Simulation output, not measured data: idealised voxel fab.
Presented below is a process module, voxel transistor to metal.
295 nm wide, 5 nm square cells: that's cross-section cut.
Cross-section, as written here: a square-cell grid given band by band from the top down, where a band holds one or more rows of cells.
This entry defines a band. It first specifies the height of the band's top and the height of its bottom in nm, and then specifies the band's materials from left to right, stating each material with its width in nm. The word "full width" identifies a single material that fills the band from edge to edge, while the word "empty" identifies empty space.
Heights from 0 (as-received wafer is one material below). Bottom band endless downward, as "0..down".
It should be noted that a width expressed as "30 to 40" varies in equal increments from row to row of cells within the band, taking the value of the first number at the top row and that of the second number at the bottom row.
Key: "no modifications" - step with no changed cell in the cross-section.
The list in "Trapped void list" covers empty spaces of 8 cells or more that cannot reach the top through any open way, and it gives each as width x height at distance; the distance is from the left edge, and width, height and distance are in nm.
It should be noted that, on the line of a given step, the content following the step's settings is a remark produced by the simulator itself with respect to that step.
overlay nm: how far to the right of its planned place the mask lay on this masked step (negative: to the left).
THIS SECTION LISTS THE PROCESS STEPS THAT WERE PLANNED
step 1: RECEIVE with material Si
step 2: OXIDIZE with depth nm 5
step 3: CONFORMAL_DEP with material SiN, thk nm 15
step 4: DIRECTIONAL_DEP with material aC, thk nm 10
step 5: PATTERN with tone cover, mask id ACTIVE, material resist, width nm 95, pitch nm 125, thk nm 30, overlay nm 0
step 6: DIRECTIONAL_ETCH with etch materials aC, depth nm 10
step 7: STRIP with etch materials resist
step 8: DIRECTIONAL_ETCH with etch materials SiN, depth nm 15
step 9: DIRECTIONAL_ETCH with etch materials SiO2, depth nm 5
step 10: DIRECTIONAL_ETCH with etch materials Si, depth nm 30
step 11: STRIP with etch materials aC
step 12: OXIDIZE with depth nm 5
step 13: FILL_DEP with material SiO2, thk nm 10
step 14: CMP with height nm 15
step 15: SELECTIVE_ETCH with etch materials SiO2, depth nm 10
step 16: STRIP with etch materials SiN
step 17: SELECTIVE_ETCH with etch materials SiO2, depth nm 5
step 18: OXIDIZE with depth nm 5
step 19: DIRECTIONAL_DEP with material polySi, thk nm 20
step 20: DIRECTIONAL_DEP with material SiCN, thk nm 10
step 21: PATTERN with tone cover, mask id GATE, material resist, width nm 15, pitch nm 125, thk nm 15, overlay nm 0
step 22: DIRECTIONAL_ETCH with etch materials SiCN, depth nm 20
step 23: DIRECTIONAL_ETCH with etch materials polySi, depth nm 30
step 24: STRIP with etch materials resist
step 25: CONFORMAL_DEP with material SiN, thk nm 5
step 26: DIRECTIONAL_ETCH with etch materials SiN, depth nm 5
step 27: DIRECTIONAL_ETCH with etch materials SiO2, depth nm 5
step 28: DIRECTIONAL_ETCH with etch materials Si, depth nm 10
step 29: EPI with material SiGe, thk nm 15
step 30: FILL_DEP with material SiO2, thk nm 5
step 31: CMP with height nm 25
step 32: DIRECTIONAL_DEP with material SiO2, thk nm 15
step 33: MASKED_ETCH with tone open, mask id CONTACT, width nm 25, etch materials SiO2, depth nm 45, overlay nm 0
step 34: CONFORMAL_DEP with material TiN, thk nm 5
step 35: FILL_DEP with material Ru, thk nm 5
step 36: CMP with height nm 40
step 37: DIRECTIONAL_DEP with material TiN, thk nm 5
step 38: DIRECTIONAL_DEP with material Ru, thk nm 15
step 39: MASKED_ETCH with tone cover, mask id METAL_1, width nm 15, etch materials Ru, depth nm 15, overlay nm 0
step 40: MASKED_ETCH with tone cover, mask id METAL_1, width nm 15, etch materials TiN, depth nm 5, overlay nm 0
step 41: CONFORMAL_DEP with material SiCN, thk nm 5
step 42: FILL_DEP with material lowk, thk nm 10
step 43: CMP with height nm 60
step 44: CONFORMAL_DEP with material SiN, thk nm 5
WAFER CROSS-SECTION ON RECEIPT, I.E. AFTER STEP 1
  0..down | Si full width
  Trapped void list: none
CROSS-SECTIONAL IMAGE OF THE FIRST OF TWO WAFERS AT THE END OF THE MODULE, THE RUN HAVING PROCEEDED AS PLANNED
  65..60 | SiN full width
  60..45 | lowk 40 nm; SiCN 5 nm; Ru 15 nm; SiCN 5 nm; lowk 35 nm; SiCN 5 nm; Ru 15 nm; SiCN 5 nm; lowk 40 nm; SiCN 5 nm; Ru 15 nm; SiCN 5 nm; lowk 35 nm; SiCN 5 nm; Ru 15 nm; SiCN 5 nm; lowk 45 nm
  45..40 | SiCN 45 nm; TiN 15 nm; SiCN 45 nm; TiN 15 nm; SiCN 50 nm; TiN 15 nm; SiCN 45 nm; TiN 15 nm; SiCN 50 nm
  40..25 | SiO2 45 nm; TiN 5 nm; Ru 15 nm; TiN 5 nm; SiO2 25 nm; TiN 5 nm; Ru 15 nm; TiN 5 nm; SiO2 50 nm; TiN 5 nm; Ru 15 nm; TiN 5 nm; SiO2 25 nm; TiN 5 nm; Ru 15 nm; TiN 5 nm; SiO2 50 nm
  25..15 | SiO2 45 nm; TiN 5 nm; Ru 15 nm; TiN 5 nm; SiN 5 nm; SiCN 15 nm; SiN 5 nm; TiN 5 nm; Ru 15 nm; TiN 5 nm; SiO2 50 nm; TiN 5 nm; Ru 15 nm; TiN 5 nm; SiN 5 nm; SiCN 15 nm; SiN 5 nm; TiN 5 nm; Ru 15 nm; TiN 5 nm; SiO2 50 nm
  15..10 | SiO2 45 nm; TiN 5 nm; Ru 15 nm; TiN 5 nm; SiN 5 nm; polySi 15 nm; SiN 5 nm; TiN 5 nm; Ru 15 nm; TiN 5 nm; SiO2 50 nm; TiN 5 nm; Ru 15 nm; TiN 5 nm; SiN 5 nm; polySi 15 nm; SiN 5 nm; TiN 5 nm; Ru 15 nm; TiN 5 nm; SiO2 50 nm
  10..5 | SiO2 45 nm; TiN 25 nm; SiN 5 nm; polySi 15 nm; SiN 5 nm; TiN 25 nm; SiO2 50 nm; TiN 25 nm; SiN 5 nm; polySi 15 nm; SiN 5 nm; TiN 25 nm; SiO2 50 nm
  5..0 | SiO2 45 nm; TiN 10 nm; SiGe 15 nm; SiN 5 nm; polySi 15 nm; SiN 5 nm; SiGe 15 nm; TiN 10 nm; SiO2 50 nm; TiN 10 nm; SiGe 15 nm; SiN 5 nm; polySi 15 nm; SiN 5 nm; SiGe 15 nm; TiN 10 nm; SiO2 50 nm
  0..-5 | SiO2 30 nm; SiN 5 nm; SiO2 10 nm; TiN 10 nm; SiGe 15 nm; SiN 5 nm; polySi 15 nm; SiN 5 nm; SiGe 15 nm; TiN 10 nm; SiO2 10 nm; SiN 5 nm; SiO2 20 nm; SiN 5 nm; SiO2 10 nm; TiN 10 nm; SiGe 15 nm; SiN 5 nm; polySi 15 nm; SiN 5 nm; SiGe 15 nm; TiN 10 nm; SiO2 10 nm; SiN 5 nm; SiO2 35 nm
  -5..-10 | SiO2 35 nm; SiGe 35 nm; SiO2 25 nm; SiGe 35 nm; SiO2 30 nm; SiGe 35 nm; SiO2 25 nm; SiGe 35 nm; SiO2 40 nm
  -10..-20 | SiO2 40 nm; SiGe 30 nm; Si 25 nm; SiGe 30 nm; SiO2 40 nm; SiGe 30 nm; Si 25 nm; SiGe 30 nm; SiO2 45 nm
  -20..-40 | SiO2 40 nm; Si 85 nm; SiO2 40 nm; Si 85 nm; SiO2 45 nm
  -40..down | Si full width
  Trapped void list: none
WAFER TWO (OF TWO), END-OF-MODULE CROSS-SECTION: START = WAFER ONE, PLAN = WAFER ONE, ONE RUN MISTAKE
  65..60 | SiN full width
  60..50 | Ru 45 nm; SiCN 5 nm; lowk 5 nm; SiCN 5 nm; Ru 45 nm; SiCN 5 nm; lowk 5 nm; SiCN 5 nm; Ru 50 nm; SiCN 5 nm; lowk 5 nm; SiCN 5 nm; Ru 45 nm; SiCN 5 nm; lowk 5 nm; SiCN 5 nm; Ru 50 nm
  50..45 | Ru 45 nm; SiCN 15 nm; Ru 45 nm; SiCN 15 nm; Ru 50 nm; SiCN 15 nm; Ru 45 nm; SiCN 15 nm; Ru 50 nm
  45..40 | TiN full width
  40..25 | SiO2 45 nm; TiN 5 nm; Ru 15 nm; TiN 5 nm; SiO2 25 nm; TiN 5 nm; Ru 15 nm; TiN 5 nm; SiO2 50 nm; TiN 5 nm; Ru 15 nm; TiN 5 nm; SiO2 25 nm; TiN 5 nm; Ru 15 nm; TiN 5 nm; SiO2 50 nm
  25..15 | SiO2 45 nm; TiN 5 nm; Ru 15 nm; TiN 5 nm; SiN 5 nm; SiCN 15 nm; SiN 5 nm; TiN 5 nm; Ru 15 nm; TiN 5 nm; SiO2 50 nm; TiN 5 nm; Ru 15 nm; TiN 5 nm; SiN 5 nm; SiCN 15 nm; SiN 5 nm; TiN 5 nm; Ru 15 nm; TiN 5 nm; SiO2 50 nm
  15..10 | SiO2 45 nm; TiN 5 nm; Ru 15 nm; TiN 5 nm; SiN 5 nm; polySi 15 nm; SiN 5 nm; TiN 5 nm; Ru 15 nm; TiN 5 nm; SiO2 50 nm; TiN 5 nm; Ru 15 nm; TiN 5 nm; SiN 5 nm; polySi 15 nm; SiN 5 nm; TiN 5 nm; Ru 15 nm; TiN 5 nm; SiO2 50 nm
  10..5 | SiO2 45 nm; TiN 25 nm; SiN 5 nm; polySi 15 nm; SiN 5 nm; TiN 25 nm; SiO2 50 nm; TiN 25 nm; SiN 5 nm; polySi 15 nm; SiN 5 nm; TiN 25 nm; SiO2 50 nm
  5..0 | SiO2 45 nm; TiN 10 nm; SiGe 15 nm; SiN 5 nm; polySi 15 nm; SiN 5 nm; SiGe 15 nm; TiN 10 nm; SiO2 50 nm; TiN 10 nm; SiGe 15 nm; SiN 5 nm; polySi 15 nm; SiN 5 nm; SiGe 15 nm; TiN 10 nm; SiO2 50 nm
  0..-5 | SiO2 30 nm; SiN 5 nm; SiO2 10 nm; TiN 10 nm; SiGe 15 nm; SiN 5 nm; polySi 15 nm; SiN 5 nm; SiGe 15 nm; TiN 10 nm; SiO2 10 nm; SiN 5 nm; SiO2 20 nm; SiN 5 nm; SiO2 10 nm; TiN 10 nm; SiGe 15 nm; SiN 5 nm; polySi 15 nm; SiN 5 nm; SiGe 15 nm; TiN 10 nm; SiO2 10 nm; SiN 5 nm; SiO2 35 nm
  -5..-10 | SiO2 35 nm; SiGe 35 nm; SiO2 25 nm; SiGe 35 nm; SiO2 30 nm; SiGe 35 nm; SiO2 25 nm; SiGe 35 nm; SiO2 40 nm
  -10..-20 | SiO2 40 nm; SiGe 30 nm; Si 25 nm; SiGe 30 nm; SiO2 40 nm; SiGe 30 nm; Si 25 nm; SiGe 30 nm; SiO2 45 nm
  -20..-40 | SiO2 40 nm; Si 85 nm; SiO2 40 nm; Si 85 nm; SiO2 45 nm
  -40..down | Si full width
  Trapped void list: none
Error vs. plan: step 39 ran with different settings than intended, the actual operation and settings being MASKED_ETCH with tone open, mask id METAL_1, width nm 15, etch materials Ru, depth nm 15, overlay nm 0
The final cell counts differ between the wafers, with the second having more or fewer of some materials than the first: +105 Ru; -43 SiCN; +47 TiN; -109 lowk
